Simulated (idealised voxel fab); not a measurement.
process module | voxel ribs on slabs
cross-section cut | 165 nm wide | cells 5 nm
A cross-section is a grid of square cells, given in bands from the top down. A band is one or more rows of cells.
Each band's line starts with the height of the band's top and of its bottom, in nm. Then come its materials from left to right, each with its width in nm. One material with "throughout" fills the band from edge to edge. "air" is empty space.
Height 0 is the level under which the wafer as received is all one material. The lowest band goes on downwards, as in "0 down".
A width such as "30 to 40" changes by the same amount from each row of cells to the next, from the band's top row to its bottom row.
"no change" after a step means that no cell of the cross-section changed.
closed voids: empty space of 8 cells or more with no open way to the top, each as width x height at its distance from the left edge, in nm
after a step's settings: what the simulator itself notes on the step
overlay nm, on a step with a mask: how far to the right of its planned place the mask lay; to the left if negative
plan
1 op RECEIVE | material Si
2 op DIRECTIONAL_DEP | material SiO2 | thk nm 25
3 op DIRECTIONAL_DEP | material SiN | thk nm 10
4 op MASKED_ETCH | tone cover | mask id RIB | width nm 25 | etch materials SiN | depth nm 5 | overlay nm 0
5 op PATTERN | tone cover | mask id SLAB | material resist | width nm 55 | thk nm 20 | overlay nm 0
6 op DIRECTIONAL_ETCH | etch materials SiN | depth nm 10
7 op STRIP | etch materials resist
8 op FILL_DEP | material SiO2 | thk nm 15
9 op CMP | height nm 50
10 op DIRECTIONAL_DEP | material TiN | thk nm 5
11 op PATTERN | tone cover | mask id HEATER | material resist | width nm 35 | thk nm 20 | overlay nm 0
12 op DIRECTIONAL_ETCH | etch materials TiN | depth nm 5
13 op STRIP | etch materials resist
14 op CONFORMAL_DEP | material SiN | thk nm 10
varied across the wafers: thk nm of step 3. The plan shows the first wafer's value. All wafers start alike
first wafer as received, after step 1
  0 down: Si throughout
  closed voids: none
each wafer at the end: cells of each material gained (+) or lost (-) since it was received, then its closed voids
thk nm 10 | +86 SiN | +314 SiO2 | +7 TiN | closed voids: none
thk nm 15 | +97 SiN | +303 SiO2 | +7 TiN | closed voids: none
thk nm 20 | +130 SiN | +270 SiO2 | +7 TiN | closed voids: none
thk nm 25 | +163 SiN | +237 SiO2 | +7 TiN | closed voids: none
thk nm 30 | +191 SiN | +209 SiO2 | +7 TiN | closed voids: none
